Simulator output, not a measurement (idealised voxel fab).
The following is a process module called voxel capacitor over wiring.
The figure presents cross-section cut, which has a width of 255 nm and is divided into square cells with an edge length of 5 nm.
For the purposes of this document, a cross-section shall be understood as a grid of square cells, specified as bands listed in top-to-bottom order, each band consisting of one or more rows of cells.
A band entry consists of two parts. The first gives the height of the band's top and the height of its bottom, in nm. The rest lists the band's materials from left to right, each with its width in nm. A single material labelled with the word "everywhere" fills the band from edge to edge, and the word "air" marks empty space.
Below 0: as-received wafer, all one material; heights counted from there. Lowest band: no bottom, goes on down, written "0 -> down".
So if you see something like "30 to 40" for the width, read it as the top row of the band sitting at the first number and the bottom row at the second, with every row in between moving by the same amount as the last.
Where the words "nothing altered" appear for a step, the cross-section shows no cell changed by that step; every cell remained as before.
Closed empty spaces (no open way to the top) of 8 cells or more are what "Closed void roster" lists, each as width x height at distance from the left edge, nm for all three.
On a step's line, text after the settings is the simulator commenting on that step.
overlay nm, on a step with a mask: how far to the right of its planned place the mask lay; to the left if negative

-- This section lists the process steps that were planned
step 1: op RECEIVE | material Si
step 2: op CONFORMAL_DEP | material SiO2 | thk nm 10
step 3: op DIRECTIONAL_DEP | material TiN | thk nm 5
step 4: op DIRECTIONAL_DEP | material W | thk nm 25
step 5: op MASKED_ETCH | tone cover | mask id METAL_1 | width nm 25 | pitch nm 80 | etch materials W | depth nm 25 | overlay nm 0
step 6: op MASKED_ETCH | tone cover | mask id METAL_1 | width nm 25 | pitch nm 80 | etch materials TiN | depth nm 5 | overlay nm 0
step 7: op CONFORMAL_DEP | material SiCN | thk nm 5
step 8: op FILL_DEP | material lowk | thk nm 10
step 9: op CMP | height nm 40
step 10: op CONFORMAL_DEP | material SiCN | thk nm 5
step 11: op DIRECTIONAL_DEP | material lowk | thk nm 15
step 12: op PATTERN | tone open | mask id PLUG_1 | material resist | width nm 15 | thk nm 20 | overlay nm 0
step 13: op DIRECTIONAL_ETCH | etch materials lowk | depth nm 15
step 14: op DIRECTIONAL_ETCH | etch materials SiCN | depth nm 5
step 15: op STRIP | etch materials resist
step 16: op CONFORMAL_DEP | material TiN | thk nm 5
step 17: op FILL_DEP | material Cu | thk nm 10
step 18: op CMP | height nm 60
step 19: op DIRECTIONAL_DEP | material TiN | thk nm 5
step 20: op DIRECTIONAL_DEP | material HfO2 | thk nm 5
step 21: op DIRECTIONAL_DEP | material TiN | thk nm 5
step 22: op MASKED_ETCH | tone cover | mask id UPPER_PLATE | width nm 60 | etch materials TiN | depth nm 5 | overlay nm 0
step 23: op MASKED_ETCH | tone cover | mask id UPPER_PLATE | width nm 60 | etch materials HfO2 | depth nm 5 | overlay nm 0
step 24: op MASKED_ETCH | tone cover | mask id LOWER_PLATE | width nm 70 | etch materials TiN | depth nm 5 | overlay nm 0
step 25: op FILL_DEP | material SiO2 | thk nm 15
step 26: op CMP | height nm 85
step 27: op MASKED_ETCH | tone open | mask id PLUG_2 | width nm 15 | etch materials SiO2 | depth nm 10 | overlay nm 0
step 28: op CONFORMAL_DEP | material TiN | thk nm 5
step 29: op FILL_DEP | material W | thk nm 10
step 30: op CMP | height nm 85
step 31: op CONFORMAL_DEP | material SiCN | thk nm 5

-- Cross-section of the incoming wafer, state after step 1
* 0 -> down  Si everywhere
* Closed void roster: none

-- Below is the wafer in cross-section after the module was completed. It began from the starting point shown above and followed the plan shown above, except that one mistake was made while running it
* 90 -> 85  SiCN everywhere
* 85 -> 80  SiO2=95, then TiN=5, then W=5, then TiN=5, then SiO2=145
* 80 -> 70  SiO2=95 to 85, then TiN=15 to 60, then SiO2=145 to 110
* 70 -> 65  SiO2=85, then HfO2=60, then SiO2=110
* 65 -> 60  SiO2=80, then TiN=70, then SiO2=105
* 60 -> 55  SiCN=85, then TiN=15, then SiCN=155
* 55 -> 45  lowk everywhere
* 45 -> 40  lowk=70, then SiCN=35, then lowk=45, then SiCN=35, then lowk=70
* 40 -> 15  lowk=70, then SiCN=5, then W=25, then SiCN=5, then lowk=45, then SiCN=5, then W=25, then SiCN=5, then lowk=70
* 15 -> 10  SiCN=75, then TiN=25, then SiCN=55, then TiN=25, then SiCN=75
* 10 -> 0  SiO2 everywhere
* 0 -> down  Si everywhere
* Closed void roster: none
Against the plan, the run slipped here: step 9 was left out
